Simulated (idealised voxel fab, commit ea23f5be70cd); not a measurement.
Proc. module: voxel released beams
The cross-section on display is named cut; it measures 260 nm wide, and its cells are 5 nm squares.
When this document writes out a cross-section, it uses a grid of square cells and lists it as bands, beginning at the top and moving down, with a band standing for one or more rows of cells. Look at the band entry: it leads with the top's height and the bottom's height in nm. Then it lists the materials left to right, with a width in nm for each. The word "full width" on a single material says that material fills the band edge to edge. The word "air" is empty space. Beneath 0, the wafer as received is one material, and that level is where height counting begins. The lowest band goes on downward without a bottom; it is written like "z 0 and below". The two numbers in a width such as "30->40" mark its ends across the band: the first belongs to the top row of cells, the second to the bottom row, and from each row to the next the width moves by the same amount. Where the words "changes: none" appear for a step, the cross-section shows no cell changed by that step; every cell remained as before. Each empty space that has no open way to the top and spans at least 8 cells appears under "Sealed-off cavities" as width x height at distance, the distance counted from the left edge, all in nm. Post-settings text on a step line: simulator's own remark regarding the step. Regarding "overlay nm": on a step with a mask, it is the distance the mask lay to the right of its planned place; a negative value places it to the left.

Intended process steps:
1: RECEIVE (material Si)
2: CONFORMAL_DEP (material SiN; thk nm 5)
3: DIRECTIONAL_DEP (material SiO2; thk nm 20)
4: DIRECTIONAL_DEP (material aC; thk nm 15)
5: PATTERN (tone open; mask id ANCHOR; material resist; width nm 25; thk nm 30; overlay nm -15)
6: DIRECTIONAL_ETCH (etch materials aC; depth nm 15)
7: STRIP (etch materials resist)
8: DIRECTIONAL_ETCH (etch materials SiO2; depth nm 20)
9: STRIP (etch materials aC)
10: CONFORMAL_DEP (material W; thk nm 10)
11: PATTERN (tone cover; mask id BEAM; material resist; width nm 80; thk nm 15; overlay nm 0)
12: DIRECTIONAL_ETCH (etch materials W; depth nm 10)
13: STRIP (etch materials resist)
14: STRIP (etch materials SiO2)
Variable across wafers: step 5 overlay nm (plan value is that of the first wafer; starting state common to all).

Cross-section: the first of several wafers in its as-received state, i.e. following step 1:
    z 0 and below = Si full width
    Sealed-off cavities: none

Row per wafer, end-of-module: cell gain (+)/loss (-) by material since the wafer came in, then closed voids:
overlay nm -15 | +52 SiN | +48 W | Sealed-off cavities: none
overlay nm -10 | +52 SiN | +48 W | Sealed-off cavities: none
overlay nm -5 | +52 SiN | +48 W | Sealed-off cavities: none
overlay nm 0 | +52 SiN | +48 W | Sealed-off cavities: none
overlay nm 5 | +52 SiN | +48 W | Sealed-off cavities: none
overlay nm 10 | +52 SiN | +48 W | Sealed-off cavities: none
overlay nm 15 | +52 SiN | +48 W | Sealed-off cavities: none
